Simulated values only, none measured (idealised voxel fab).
Process module in this document: voxel self aligned contacts
This is section cut - it's 150 nm across, gridded in 5 nm square cells.
Bands, listed from the top down, are how a cross-section gets written in this document; the cross-section itself is a grid of square cells, and a band is one or more rows of them.
Look at the band entry: it leads with the top's height and the bottom's height in nm. Then it lists the materials left to right, with a width in nm for each. The word "all across" on a single material says that material fills the band edge to edge. The word "air" is empty space.
The reference from which all heights are counted is 0, the level beneath which the as-received wafer is entirely one material; the lowest band, having no lower bound, proceeds downward and is written after the example "top 0, no bottom".
Think of "30 to 40" as a width that walks from the first number to the second as you go down the band, top row to bottom row, taking equal-sized steps from row to row.
Given "nothing was modified" for a step, no cell of the cross-section differs between before and after that step.
The label "Fully sealed voids" introduces a list of the empty spaces, 8 cells or larger, that have no open way up to the top; each entry in it reads width x height at distance, where the distance is taken from the left edge and all three are stated in nm.
Whatever follows a step's settings on its line is a remark the simulator itself makes about that step.
"overlay nm" answers the question of how far to the right of plan the mask lay on a step that has a mask, and when it is negative the answer is to the left.
Structure of the following material. The material consists of pairs of cross-sections. Each pair comprises the cross-section before one process step and the cross-section after that step, the latter shown only down to the lowest band that changed. The step between the cross-sections is specified beneath each pair, including its settings. Pairs are not necessarily consecutive: they may derive from different runs of this module performed on the same starting wafer. Continuity with the pair above is to be assumed only where the entry headed "Incoming structure" of the pair in question states it.

# Incoming structure
> top 0, no bottom: Si all across
> Fully sealed voids: none

# Post-Step Geometry
> top 0, bottom -5: SiO2 all across
> No changes below -5.
> Fully sealed voids: none
Upper to lower cross-section via OXIDIZE (depth nm 5)

Incoming structure: Reference is made to the cross-section shown after the step in the pair directly above, which represents the state prior to this step.

# Post-Step Geometry
> top 30, bottom 0: polySi all across
> No changes below 0.
> Fully sealed voids: none
Upper to lower cross-section via DIRECTIONAL_DEP (material polySi; thk nm 30)

Incoming structure: Reference is made to the cross-section shown after the step in the pair directly above, which represents the state prior to this step.

# Post-Step Geometry
> top 50, bottom 30: SiN all across
> No changes below 30.
> Fully sealed voids: none
Upper to lower cross-section via DIRECTIONAL_DEP (material SiN; thk nm 20)

Incoming structure: Reference is made to the cross-section shown after the step in the pair directly above, which represents the state prior to this step.

# Post-Step Geometry
> top 50, bottom 30: air=20, then SiN=35, then air=35, then SiN=35, then air=25
> No changes below 30.
> Fully sealed voids: none
Upper to lower cross-section via MASKED_ETCH (tone cover; mask id GATE; width nm 35; pitch nm 70; etch materials SiN; depth nm 20; overlay nm 0)

Incoming structure: Reference is made to the cross-section shown after the step in the pair directly above, which represents the state prior to this step.

# Post-Step Geometry
> top 50, bottom 30: air=20, then SiN=35, then air=35, then SiN=35, then air=25
> top 30, bottom 0: air=20, then polySi=35, then air=35, then polySi=35, then air=25
> No changes below 0.
> Fully sealed voids: none
Upper to lower cross-section via MASKED_ETCH (tone cover; mask id GATE; width nm 35; pitch nm 70; etch materials polySi; depth nm 30; overlay nm 0)

Incoming structure: Reference is made to the cross-section shown after the step in the pair directly above, which represents the state prior to this step.

# Post-Step Geometry
> top 55, bottom 30: air=15, then SiN=45, then air=25, then SiN=45, then air=20
> top 30, bottom 5: air=15, then SiN=5, then polySi=35, then SiN=5, then air=25, then SiN=5, then polySi=35, then SiN=5, then air=20
> top 5, bottom 0: SiN=20, then polySi=35, then SiN=35, then polySi=35, then SiN=25
> No changes below 0.
> Fully sealed voids: none
Upper to lower cross-section via CONFORMAL_DEP (material SiN; thk nm 5)

Incoming structure: Reference is made to the cross-section shown after the step in the pair directly above, which represents the state prior to this step.

# Post-Step Geometry
> top 50, bottom 30: air=15, then SiN=45, then air=25, then SiN=45, then air=20
> top 30, bottom 0: air=15, then SiN=5, then polySi=35, then SiN=5, then air=25, then SiN=5, then polySi=35, then SiN=5, then air=20
> No changes below 0.
> Fully sealed voids: none
Upper to lower cross-section via DIRECTIONAL_ETCH (etch materials SiN; depth nm 5)

Incoming structure: Reference is made to the cross-section shown after the step in the pair directly above, which represents the state prior to this step.

# Post-Step Geometry
> top 65, bottom 50: SiO2 all across
> top 50, bottom 30: SiO2=15, then SiN=45, then SiO2=25, then SiN=45, then SiO2=20
> top 30, bottom 0: SiO2=15, then SiN=5, then polySi=35, then SiN=5, then SiO2=25, then SiN=5, then polySi=35, then SiN=5, then SiO2=20
> No changes below 0.
> Fully sealed voids: none
Upper to lower cross-section via FILL_DEP (material SiO2; thk nm 15)

Incoming structure: Reference is made to the cross-section shown after the step in the pair directly above, which represents the state prior to this step.

# Post-Step Geometry
> top 60, bottom 50: SiO2 all across
> No changes below 50.
> Fully sealed voids: none
Upper to lower cross-section via CMP (height nm 60)

Incoming structure: Reference is made to the cross-section shown after the step in the pair directly above, which represents the state prior to this step.

# Post-Step Geometry
> top 80, bottom 60: resist=50, then air=45, then resist=55
> No changes below 60.
> Fully sealed voids: none
Upper to lower cross-section via PATTERN (tone open; mask id CONTACT; material resist; width nm 45; thk nm 20; overlay nm 0)

Incoming structure: Reference is made to the cross-section shown after the step in the pair directly above, which represents the state prior to this step.

# Post-Step Geometry
> top 80, bottom 60: resist=50, then air=45, then resist=55
> top 60, bottom 50: SiO2=50, then air=45, then SiO2=55
> top 50, bottom 30: SiO2=15, then SiN=45, then air=25, then SiN=45, then SiO2=20
> top 30, bottom 0: SiO2=15, then SiN=5, then polySi=35, then SiN=5, then air=25, then SiN=5, then polySi=35, then SiN=5, then SiO2=20
> top 0, bottom -5: SiO2=60, then air=25, then SiO2=65
> No changes below -5.
> Fully sealed voids: none
Upper to lower cross-section via DIRECTIONAL_ETCH (etch materials SiO2; depth nm 65)

Incoming structure: Reference is made to the cross-section shown after the step in the pair directly above, which represents the state prior to this step.

# Post-Step Geometry
> top 60, bottom 50: SiO2=50, then air=45, then SiO2=55
> No changes below 50.
> Fully sealed voids: none
Upper to lower cross-section via STRIP (etch materials resist)

Incoming structure: Reference is made to the cross-section shown after the step in the pair directly above, which represents the state prior to this step.

# Post-Step Geometry
> top 65, bottom 60: TiN=55, then air=35, then TiN=60
> top 60, bottom 50: SiO2=50, then TiN=5 to 15, then air=35 to 15, then TiN=5 to 15, then SiO2=55
> top 50, bottom 30: SiO2=15, then SiN=45, then TiN=5, then air=15, then TiN=5, then SiN=45, then SiO2=20
> top 30, bottom 0: SiO2=15, then SiN=5, then polySi=35, then SiN=5, then TiN=5, then air=15, then TiN=5, then SiN=5, then polySi=35, then SiN=5, then SiO2=20
> top 0, bottom -5: SiO2=60, then TiN=25, then SiO2=65
> No changes below -5.
> Fully sealed voids: none
Upper to lower cross-section via CONFORMAL_DEP (material TiN; thk nm 5)

Incoming structure: Reference is made to the cross-section shown after the step in the pair directly above, which represents the state prior to this step.

# Post-Step Geometry
> top 75, bottom 65: Ru all across
> top 65, bottom 60: TiN=55, then Ru=35, then TiN=60
> top 60, bottom 50: SiO2=50, then TiN=5 to 15, then Ru=35 to 15, then TiN=5 to 15, then SiO2=55
> top 50, bottom 30: SiO2=15, then SiN=45, then TiN=5, then Ru=15, then TiN=5, then SiN=45, then SiO2=20
> top 30, bottom 0: SiO2=15, then SiN=5, then polySi=35, then SiN=5, then TiN=5, then Ru=15, then TiN=5, then SiN=5, then polySi=35, then SiN=5, then SiO2=20
> No changes below 0.
> Fully sealed voids: none
Upper to lower cross-section via FILL_DEP (material Ru; thk nm 10)

Incoming structure: Reference is made to the cross-section shown after the step in the pair directly above, which represents the state prior to this step.

# Post-Step Geometry
> top 60, bottom 50: SiO2=50, then TiN=5 to 15, then Ru=35 to 15, then TiN=5 to 15, then SiO2=55
> No changes below 50.
> Fully sealed voids: none
Upper to lower cross-section via CMP (height nm 60)

Incoming structure: Reference is made to the cross-section shown after the step in the pair directly above, which represents the state prior to this step.

# Post-Step Geometry
> top 65, bottom 60: SiN all across
> No changes below 60.
> Fully sealed voids: none
Upper to lower cross-section via CONFORMAL_DEP (material SiN; thk nm 5)

# Incoming structure
> top 75, bottom 65: Ru all across
> top 65, bottom 60: TiN=55, then Ru=35, then TiN=60
> top 60, bottom 50: SiO2=50, then TiN=5 to 15, then Ru=35 to 15, then TiN=5 to 15, then SiO2=55
> top 50, bottom 30: SiO2=15, then SiN=45, then TiN=5, then Ru=15, then TiN=5, then SiN=45, then SiO2=20
> top 30, bottom 0: SiO2=15, then SiN=5, then polySi=35, then SiN=5, then TiN=5, then Ru=15, then TiN=5, then SiN=5, then polySi=35, then SiN=5, then SiO2=20
> top 0, bottom -5: SiO2=60, then TiN=25, then SiO2=65
> top -5, no bottom: Si all across
> Fully sealed voids: none

# Post-Step Geometry
> top 80, bottom 75: SiN all across
> No changes below 75.
> Fully sealed voids: none
Upper to lower cross-section via CONFORMAL_DEP (material SiN; thk nm 5)

# Incoming structure
> top 50, bottom 30: SiN all across
> top 30, bottom 0: polySi all across
> top 0, bottom -5: SiO2 all across
> top -5, no bottom: Si all across
> Fully sealed voids: none

# Post-Step Geometry
> top 70, bottom 30: SiN all across
> No changes below 30.
> Fully sealed voids: none
Upper to lower cross-section via DIRECTIONAL_DEP (material SiN; thk nm 20)

Incoming structure: Reference is made to the cross-section shown after the step in the pair directly above, which represents the state prior to this step.

# Post-Step Geometry
> top 70, bottom 50: air=20, then SiN=35, then air=35, then SiN=35, then air=25
> No changes below 50.
> Fully sealed voids: none
Upper to lower cross-section via MASKED_ETCH (tone cover; mask id GATE; width nm 35; pitch nm 70; etch materials SiN; depth nm 20; overlay nm 0)

Incoming structure: Reference is made to the cross-section shown after the step in the pair directly above, which represents the state prior to this step.

# Post-Step Geometry
> top 75, bottom 55: air=15, then SiN=45, then air=25, then SiN=45, then air=20
> top 55, bottom 30: SiN all across
> No changes below 30.
> Fully sealed voids: none
Upper to lower cross-section via CONFORMAL_DEP (material SiN; thk nm 5)

Incoming structure: Reference is made to the cross-section shown after the step in the pair directly above, which represents the state prior to this step.

# Post-Step Geometry
> top 70, bottom 50: air=15, then SiN=45, then air=25, then SiN=45, then air=20
> No changes below 50.
> Fully sealed voids: none
Upper to lower cross-section via DIRECTIONAL_ETCH (etch materials SiN; depth nm 5)

Incoming structure: Reference is made to the cross-section shown after the step in the pair directly above, which represents the state prior to this step.

# Post-Step Geometry
> top 85, bottom 70: SiO2 all across
> top 70, bottom 50: SiO2=15, then SiN=45, then SiO2=25, then SiN=45, then SiO2=20
> No changes below 50.
> Fully sealed voids: none
Upper to lower cross-section via FILL_DEP (material SiO2; thk nm 15)

Incoming structure: Reference is made to the cross-section shown after the step in the pair directly above, which represents the state prior to this step.

# Post-Step Geometry
> top 60, bottom 50: SiO2=15, then SiN=45, then SiO2=25, then SiN=45, then SiO2=20
> No changes below 50.
> Fully sealed voids: none
Upper to lower cross-section via CMP (height nm 60)

Incoming structure: Reference is made to the cross-section shown after the step in the pair directly above, which represents the state prior to this step.

# Post-Step Geometry
> top 80, bottom 60: resist=50, then air=45, then resist=55
> No changes below 60.
> Fully sealed voids: none
Upper to lower cross-section via PATTERN (tone open; mask id CONTACT; material resist; width nm 45; thk nm 20; overlay nm 0)

Incoming structure: Reference is made to the cross-section shown after the step in the pair directly above, which represents the state prior to this step.

# Post-Step Geometry
> top 80, bottom 60: resist=50, then air=45, then resist=55
> top 60, bottom 50: SiO2=15, then SiN=45, then air=25, then SiN=45, then SiO2=20
> No changes below 50.
> Fully sealed voids: none
Upper to lower cross-section via DIRECTIONAL_ETCH (etch materials SiO2; depth nm 65)

Incoming structure: Reference is made to the cross-section shown after the step in the pair directly above, which represents the state prior to this step.

# Post-Step Geometry
> top 60, bottom 50: SiO2=15, then SiN=45, then air=25, then SiN=45, then SiO2=20
> No changes below 50.
> Fully sealed voids: none
Upper to lower cross-section via STRIP (etch materials resist)

Incoming structure: Reference is made to the cross-section shown after the step in the pair directly above, which represents the state prior to this step.

# Post-Step Geometry
> top 65, bottom 60: TiN=65, then air=15, then TiN=70
> top 60, bottom 55: SiO2=15, then SiN=45, then TiN=5, then air=15, then TiN=5, then SiN=45, then SiO2=20
> top 55, bottom 50: SiO2=15, then SiN=45, then TiN=25, then SiN=45, then SiO2=20
> No changes below 50.
> Fully sealed voids: none
Upper to lower cross-section via CONFORMAL_DEP (material TiN; thk nm 5)

Incoming structure: Reference is made to the cross-section shown after the step in the pair directly above, which represents the state prior to this step.

# Post-Step Geometry
> top 75, bottom 65: Ru all across
> top 65, bottom 60: TiN=65, then Ru=15, then TiN=70
> top 60, bottom 55: SiO2=15, then SiN=45, then TiN=5, then Ru=15, then TiN=5, then SiN=45, then SiO2=20
> No changes below 55.
> Fully sealed voids: none
Upper to lower cross-section via FILL_DEP (material Ru; thk nm 10)

Incoming structure: Reference is made to the cross-section shown after the step in the pair directly above, which represents the state prior to this step.

# Post-Step Geometry
> top 60, bottom 55: SiO2=15, then SiN=45, then TiN=5, then Ru=15, then TiN=5, then SiN=45, then SiO2=20
> No changes below 55.
> Fully sealed voids: none
Upper to lower cross-section via CMP (height nm 60)

Incoming structure: Reference is made to the cross-section shown after the step in the pair directly above, which represents the state prior to this step.

# Post-Step Geometry
> top 65, bottom 60: SiN all across
> No changes below 60.
> Fully sealed voids: none
Upper to lower cross-section via CONFORMAL_DEP (material SiN; thk nm 5)

# Incoming structure
> top 0, bottom -5: SiO2 all across
> top -5, no bottom: Si all across
> Fully sealed voids: none

# Post-Step Geometry
> top 20, bottom 0: SiN all across
> No changes below 0.
> Fully sealed voids: none
Upper to lower cross-section via DIRECTIONAL_DEP (material SiN; thk nm 20)

Incoming structure: Reference is made to the cross-section shown after the step in the pair directly above, which represents the state prior to this step.

# Post-Step Geometry
> top 50, bottom 20: polySi all across
> No changes below 20.
> Fully sealed voids: none
Upper to lower cross-section via DIRECTIONAL_DEP (material polySi; thk nm 30)

Incoming structure: Reference is made to the cross-section shown after the step in the pair directly above, which represents the state prior to this step.

# Post-Step Geometry
> top 50, bottom 20: air=20, then polySi=35, then air=35, then polySi=35, then air=25
> No changes below 20.
> Fully sealed voids: none
Upper to lower cross-section via MASKED_ETCH (tone cover; mask id GATE; width nm 35; pitch nm 70; etch materials polySi; depth nm 30; overlay nm 0)

Incoming structure: Reference is made to the cross-section shown after the step in the pair directly above, which represents the state prior to this step.

# Post-Step Geometry
> top 55, bottom 50: air=15, then SiN=45, then air=25, then SiN=45, then air=20
> top 50, bottom 25: air=15, then SiN=5, then polySi=35, then SiN=5, then air=25, then SiN=5, then polySi=35, then SiN=5, then air=20
> top 25, bottom 20: SiN=20, then polySi=35, then SiN=35, then polySi=35, then SiN=25
> No changes below 20.
> Fully sealed voids: none
Upper to lower cross-section via CONFORMAL_DEP (material SiN; thk nm 5)

Incoming structure: Reference is made to the cross-section shown after the step in the pair directly above, which represents the state prior to this step.

# Post-Step Geometry
> top 50, bottom 20: air=15, then SiN=5, then polySi=35, then SiN=5, then air=25, then SiN=5, then polySi=35, then SiN=5, then air=20
> No changes below 20.
> Fully sealed voids: none
Upper to lower cross-section via DIRECTIONAL_ETCH (etch materials SiN; depth nm 5)

Incoming structure: Reference is made to the cross-section shown after the step in the pair directly above, which represents the state prior to this step.

# Post-Step Geometry
> top 65, bottom 50: SiO2 all across
> top 50, bottom 20: SiO2=15, then SiN=5, then polySi=35, then SiN=5, then SiO2=25, then SiN=5, then polySi=35, then SiN=5, then SiO2=20
> No changes below 20.
> Fully sealed voids: none
Upper to lower cross-section via FILL_DEP (material SiO2; thk nm 15)

Incoming structure: Reference is made to the cross-section shown after the step in the pair directly above, which represents the state prior to this step.

# Post-Step Geometry
> top 60, bottom 50: SiO2 all across
> No changes below 50.
> Fully sealed voids: none
Upper to lower cross-section via CMP (height nm 60)

Incoming structure: Reference is made to the cross-section shown after the step in the pair directly above, which represents the state prior to this step.

# Post-Step Geometry
> top 80, bottom 60: resist=50, then air=45, then resist=55
> No changes below 60.
> Fully sealed voids: none
Upper to lower cross-section via PATTERN (tone open; mask id CONTACT; material resist; width nm 45; thk nm 20; overlay nm 0)

Incoming structure: Reference is made to the cross-section shown after the step in the pair directly above, which represents the state prior to this step.

# Post-Step Geometry
> top 80, bottom 60: resist=50, then air=45, then resist=55
> top 60, bottom 50: SiO2=50, then air=45, then SiO2=55
> top 50, bottom 20: SiO2=15, then SiN=5, then polySi=35, then SiN=5, then air=25, then SiN=5, then polySi=35, then SiN=5, then SiO2=20
> No changes below 20.
> Fully sealed voids: none
Upper to lower cross-section via DIRECTIONAL_ETCH (etch materials SiO2; depth nm 65)

Incoming structure: Reference is made to the cross-section shown after the step in the pair directly above, which represents the state prior to this step.

# Post-Step Geometry
> top 60, bottom 50: SiO2=50, then air=45, then SiO2=55
> No changes below 50.
> Fully sealed voids: none
Upper to lower cross-section via STRIP (etch materials resist)

Incoming structure: Reference is made to the cross-section shown after the step in the pair directly above, which represents the state prior to this step.

# Post-Step Geometry
> top 65, bottom 60: TiN=55, then air=35, then TiN=60
> top 60, bottom 50: SiO2=50, then TiN=5 to 15, then air=35 to 15, then TiN=5 to 15, then SiO2=55
> top 50, bottom 25: SiO2=15, then SiN=5, then polySi=35, then SiN=5, then TiN=5, then air=15, then TiN=5, then SiN=5, then polySi=35, then SiN=5, then SiO2=20
> top 25, bottom 20: SiO2=15, then SiN=5, then polySi=35, then SiN=5, then TiN=25, then SiN=5, then polySi=35, then SiN=5, then SiO2=20
> No changes below 20.
> Fully sealed voids: none
Upper to lower cross-section via CONFORMAL_DEP (material TiN; thk nm 5)

Incoming structure: Reference is made to the cross-section shown after the step in the pair directly above, which represents the state prior to this step.

# Post-Step Geometry
> top 75, bottom 65: Ru all across
> top 65, bottom 60: TiN=55, then Ru=35, then TiN=60
> top 60, bottom 50: SiO2=50, then TiN=5 to 15, then Ru=35 to 15, then TiN=5 to 15, then SiO2=55
> top 50, bottom 25: SiO2=15, then SiN=5, then polySi=35, then SiN=5, then TiN=5, then Ru=15, then TiN=5, then SiN=5, then polySi=35, then SiN=5, then SiO2=20
> No changes below 25.
> Fully sealed voids: none
Upper to lower cross-section via FILL_DEP (material Ru; thk nm 10)

Incoming structure: Reference is made to the cross-section shown after the step in the pair directly above, which represents the state prior to this step.

# Post-Step Geometry
> top 60, bottom 50: SiO2=50, then TiN=5 to 15, then Ru=35 to 15, then TiN=5 to 15, then SiO2=55
> No changes below 50.
> Fully sealed voids: none
Upper to lower cross-section via CMP (height nm 60)

Incoming structure: Reference is made to the cross-section shown after the step in the pair directly above, which represents the state prior to this step.

# Post-Step Geometry
> top 65, bottom 60: SiN all across
> No changes below 60.
> Fully sealed voids: none
Upper to lower cross-section via CONFORMAL_DEP (material SiN; thk nm 5)

# Incoming structure
> top 50, bottom 30: air=20, then SiN=35, then air=35, then SiN=35, then air=25
> top 30, bottom 0: air=20, then polySi=35, then air=35, then polySi=35, then air=25
> top 0, bottom -5: SiO2 all across
> top -5, no bottom: Si all across
> Fully sealed voids: none

# Post-Step Geometry
> top 65, bottom 30: air=5, then SiN=65, then air=5, then SiN=65, then air=10
> top 30, bottom 15: air=5, then SiN=15, then polySi=35, then SiN=15, then air=5, then SiN=15, then polySi=35, then SiN=15, then air=10
> top 15, bottom 0: SiN=20, then polySi=35, then SiN=35, then polySi=35, then SiN=25
> No changes below 0.
> Fully sealed voids: none
Upper to lower cross-section via CONFORMAL_DEP (material SiN; thk nm 15)

Incoming structure: Reference is made to the cross-section shown after the step in the pair directly above, which represents the state prior to this step.

# Post-Step Geometry
> top 60, bottom 30: air=5, then SiN=65, then air=5, then SiN=65, then air=10
> top 30, bottom 10: air=5, then SiN=15, then polySi=35, then SiN=15, then air=5, then SiN=15, then polySi=35, then SiN=15, then air=10
> No changes below 10.
> Fully sealed voids: none
Upper to lower cross-section via DIRECTIONAL_ETCH (etch materials SiN; depth nm 5)

Incoming structure: Reference is made to the cross-section shown after the step in the pair directly above, which represents the state prior to this step.

# Post-Step Geometry
> top 75, bottom 60: SiO2 all across
> top 60, bottom 30: SiO2=5, then SiN=65, then SiO2=5, then SiN=65, then SiO2=10
> top 30, bottom 10: SiO2=5, then SiN=15, then polySi=35, then SiN=15, then SiO2=5, then SiN=15, then polySi=35, then SiN=15, then SiO2=10
> No changes below 10.
> Fully sealed voids: none
Upper to lower cross-section via FILL_DEP (material SiO2; thk nm 15)

Incoming structure: Reference is made to the cross-section shown after the step in the pair directly above, which represents the state prior to this step.

# Post-Step Geometry
> top 60, bottom 30: SiO2=5, then SiN=65, then SiO2=5, then SiN=65, then SiO2=10
> No changes below 30.
> Fully sealed voids: none
Upper to lower cross-section via CMP (height nm 60)

Incoming structure: Reference is made to the cross-section shown after the step in the pair directly above, which represents the state prior to this step.

# Post-Step Geometry
> top 80, bottom 60: resist=50, then air=45, then resist=55
> No changes below 60.
> Fully sealed voids: none
Upper to lower cross-section via PATTERN (tone open; mask id CONTACT; material resist; width nm 45; thk nm 20; overlay nm 0)

Incoming structure: Reference is made to the cross-section shown after the step in the pair directly above, which represents the state prior to this step.

# Post-Step Geometry
> top 80, bottom 60: resist=50, then air=45, then resist=55
> top 60, bottom 30: SiO2=5, then SiN=65, then air=5, then SiN=65, then SiO2=10
> top 30, bottom 10: SiO2=5, then SiN=15, then polySi=35, then SiN=15, then air=5, then SiN=15, then polySi=35, then SiN=15, then SiO2=10
> No changes below 10.
> Fully sealed voids: none
Upper to lower cross-section via DIRECTIONAL_ETCH (etch materials SiO2; depth nm 65)

Incoming structure: Reference is made to the cross-section shown after the step in the pair directly above, which represents the state prior to this step.

# Post-Step Geometry
> top 60, bottom 30: SiO2=5, then SiN=65, then air=5, then SiN=65, then SiO2=10
> No changes below 30.
> Fully sealed voids: none
Upper to lower cross-section via STRIP (etch materials resist)

Incoming structure: Reference is made to the cross-section shown after the step in the pair directly above, which represents the state prior to this step.

# Post-Step Geometry
> top 65, bottom 60: TiN all across
> top 60, bottom 30: SiO2=5, then SiN=65, then TiN=5, then SiN=65, then SiO2=10
> top 30, bottom 10: SiO2=5, then SiN=15, then polySi=35, then SiN=15, then TiN=5, then SiN=15, then polySi=35, then SiN=15, then SiO2=10
> No changes below 10.
> Fully sealed voids: none
Upper to lower cross-section via CONFORMAL_DEP (material TiN; thk nm 5)

Incoming structure: Reference is made to the cross-section shown after the step in the pair directly above, which represents the state prior to this step.

# Post-Step Geometry
> top 75, bottom 65: Ru all across
> No changes below 65.
> Fully sealed voids: none
Upper to lower cross-section via FILL_DEP (material Ru; thk nm 10)

Incoming structure: Reference is made to the cross-section shown after the step in the pair directly above, which represents the state prior to this step.

# Post-Step Geometry
> top 60, bottom 30: SiO2=5, then SiN=65, then TiN=5, then SiN=65, then SiO2=10
> No changes below 30.
> Fully sealed voids: none
Upper to lower cross-section via CMP (height nm 60)

Incoming structure: Reference is made to the cross-section shown after the step in the pair directly above, which represents the state prior to this step.

# Post-Step Geometry
> top 65, bottom 60: SiN all across
> No changes below 60.
> Fully sealed voids: none
Upper to lower cross-section via CONFORMAL_DEP (material SiN; thk nm 5)

# Incoming structure
> top 60, bottom 50: SiO2 all across
> top 50, bottom 30: SiO2=15, then SiN=45, then SiO2=25, then SiN=45, then SiO2=20
> top 30, bottom 0: SiO2=15, then SiN=5, then polySi=35, then SiN=5, then SiO2=25, then SiN=5, then polySi=35, then SiN=5, then SiO2=20
> top 0, bottom -5: SiO2 all across
> top -5, no bottom: Si all across
> Fully sealed voids: none

# Post-Step Geometry
> top 80, bottom 60: resist=45, then air=55, then resist=50
> No changes below 60.
> Fully sealed voids: none
Upper to lower cross-section via PATTERN (tone open; mask id CONTACT; material resist; width nm 55; thk nm 20; overlay nm 0)

Incoming structure: Reference is made to the cross-section shown after the step in the pair directly above, which represents the state prior to this step.

# Post-Step Geometry
> top 80, bottom 60: resist=45, then air=55, then resist=50
> top 60, bottom 50: SiO2=45, then air=55, then SiO2=50
> top 50, bottom 30: SiO2=15, then SiN=45, then air=25, then SiN=45, then SiO2=20
> top 30, bottom 0: SiO2=15, then SiN=5, then polySi=35, then SiN=5, then air=25, then SiN=5, then polySi=35, then SiN=5, then SiO2=20
> top 0, bottom -5: SiO2=60, then air=25, then SiO2=65
> No changes below -5.
> Fully sealed voids: none
Upper to lower cross-section via DIRECTIONAL_ETCH (etch materials SiO2; depth nm 65)

Incoming structure: Reference is made to the cross-section shown after the step in the pair directly above, which represents the state prior to this step.

# Post-Step Geometry
> top 60, bottom 50: SiO2=45, then air=55, then SiO2=50
> No changes below 50.
> Fully sealed voids: none
Upper to lower cross-section via STRIP (etch materials resist)

Incoming structure: Reference is made to the cross-section shown after the step in the pair directly above, which represents the state prior to this step.

# Post-Step Geometry
> top 65, bottom 60: TiN=50, then air=45, then TiN=55
> top 60, bottom 50: SiO2=45, then TiN=5 to 20, then air=45 to 15, then TiN=5 to 20, then SiO2=50
> top 50, bottom 30: SiO2=15, then SiN=45, then TiN=5, then air=15, then TiN=5, then SiN=45, then SiO2=20
> top 30, bottom 0: SiO2=15, then SiN=5, then polySi=35, then SiN=5, then TiN=5, then air=15, then TiN=5, then SiN=5, then polySi=35, then SiN=5, then SiO2=20
> top 0, bottom -5: SiO2=60, then TiN=25, then SiO2=65
> No changes below -5.
> Fully sealed voids: none
Upper to lower cross-section via CONFORMAL_DEP (material TiN; thk nm 5)

Incoming structure: Reference is made to the cross-section shown after the step in the pair directly above, which represents the state prior to this step.

# Post-Step Geometry
> top 75, bottom 65: Ru all across
> top 65, bottom 60: TiN=50, then Ru=45, then TiN=55
> top 60, bottom 50: SiO2=45, then TiN=5 to 20, then Ru=45 to 15, then TiN=5 to 20, then SiO2=50
> top 50, bottom 30: SiO2=15, then SiN=45, then TiN=5, then Ru=15, then TiN=5, then SiN=45, then SiO2=20
> top 30, bottom 0: SiO2=15, then SiN=5, then polySi=35, then SiN=5, then TiN=5, then Ru=15, then TiN=5, then SiN=5, then polySi=35, then SiN=5, then SiO2=20
> No changes below 0.
> Fully sealed voids: none
Upper to lower cross-section via FILL_DEP (material Ru; thk nm 10)

Incoming structure: Reference is made to the cross-section shown after the step in the pair directly above, which represents the state prior to this step.

# Post-Step Geometry
> top 60, bottom 50: SiO2=45, then TiN=5 to 20, then Ru=45 to 15, then TiN=5 to 20, then SiO2=50
> No changes below 50.
> Fully sealed voids: none
Upper to lower cross-section via CMP (height nm 60)

Incoming structure: Reference is made to the cross-section shown after the step in the pair directly above, which represents the state prior to this step.

# Post-Step Geometry
> top 65, bottom 60: SiN all across
> No changes below 60.
> Fully sealed voids: none
Upper to lower cross-section via CONFORMAL_DEP (material SiN; thk nm 5)

# Incoming structure
> top 60, bottom 50: SiO2 all across
> top 50, bottom 30: SiO2=15, then SiN=45, then SiO2=25, then SiN=45, then SiO2=20
> top 30, bottom 0: SiO2=15, then SiN=5, then polySi=35, then SiN=5, then SiO2=25, then SiN=5, then polySi=35, then SiN=5, then SiO2=20
> top 0, bottom -5: SiO2 all across
> top -5, no bottom: Si all across
> Fully sealed voids: none

# Post-Step Geometry
> top 80, bottom 60: resist=55, then air=45, then resist=50
> No changes below 60.
> Fully sealed voids: none
Upper to lower cross-section via PATTERN (tone open; mask id CONTACT; material resist; width nm 45; thk nm 20; overlay nm 5)

Incoming structure: Reference is made to the cross-section shown after the step in the pair directly above, which represents the state prior to this step.

# Post-Step Geometry
> top 80, bottom 60: resist=55, then air=45, then resist=50
> top 60, bottom 50: SiO2=55, then air=45, then SiO2=50
> top 50, bottom 30: SiO2=15, then SiN=45, then air=25, then SiN=45, then SiO2=20
> top 30, bottom 0: SiO2=15, then SiN=5, then polySi=35, then SiN=5, then air=25, then SiN=5, then polySi=35, then SiN=5, then SiO2=20
> top 0, bottom -5: SiO2=60, then air=25, then SiO2=65
> No changes below -5.
> Fully sealed voids: none
Upper to lower cross-section via DIRECTIONAL_ETCH (etch materials SiO2; depth nm 65)

Incoming structure: Reference is made to the cross-section shown after the step in the pair directly above, which represents the state prior to this step.

# Post-Step Geometry
> top 60, bottom 50: SiO2=55, then air=45, then SiO2=50
> No changes below 50.
> Fully sealed voids: none
Upper to lower cross-section via STRIP (etch materials resist)

Incoming structure: Reference is made to the cross-section shown after the step in the pair directly above, which represents the state prior to this step.

# Post-Step Geometry
> top 65, bottom 60: TiN=60, then air=35, then TiN=55
> top 60, bottom 50: SiO2=55, then TiN=5 to 10, then air=35 to 15, then TiN=5 to 20, then SiO2=50
> top 50, bottom 30: SiO2=15, then SiN=45, then TiN=5, then air=15, then TiN=5, then SiN=45, then SiO2=20
> top 30, bottom 0: SiO2=15, then SiN=5, then polySi=35, then SiN=5, then TiN=5, then air=15, then TiN=5, then SiN=5, then polySi=35, then SiN=5, then SiO2=20
> top 0, bottom -5: SiO2=60, then TiN=25, then SiO2=65
> No changes below -5.
> Fully sealed voids: none
Upper to lower cross-section via CONFORMAL_DEP (material TiN; thk nm 5)

Incoming structure: Reference is made to the cross-section shown after the step in the pair directly above, which represents the state prior to this step.

# Post-Step Geometry
> top 75, bottom 65: Ru all across
> top 65, bottom 60: TiN=60, then Ru=35, then TiN=55
> top 60, bottom 50: SiO2=55, then TiN=5 to 10, then Ru=35 to 15, then TiN=5 to 20, then SiO2=50
> top 50, bottom 30: SiO2=15, then SiN=45, then TiN=5, then Ru=15, then TiN=5, then SiN=45, then SiO2=20
> top 30, bottom 0: SiO2=15, then SiN=5, then polySi=35, then SiN=5, then TiN=5, then Ru=15, then TiN=5, then SiN=5, then polySi=35, then SiN=5, then SiO2=20
> No changes below 0.
> Fully sealed voids: none
Upper to lower cross-section via FILL_DEP (material Ru; thk nm 10)

Incoming structure: Reference is made to the cross-section shown after the step in the pair directly above, which represents the state prior to this step.

# Post-Step Geometry
> top 60, bottom 50: SiO2=55, then TiN=5 to 10, then Ru=35 to 15, then TiN=5 to 20, then SiO2=50
> No changes below 50.
> Fully sealed voids: none
Upper to lower cross-section via CMP (height nm 60)

Incoming structure: Reference is made to the cross-section shown after the step in the pair directly above, which represents the state prior to this step.

# Post-Step Geometry
> top 65, bottom 60: SiN all across
> No changes below 60.
> Fully sealed voids: none
Upper to lower cross-section via CONFORMAL_DEP (material SiN; thk nm 5)
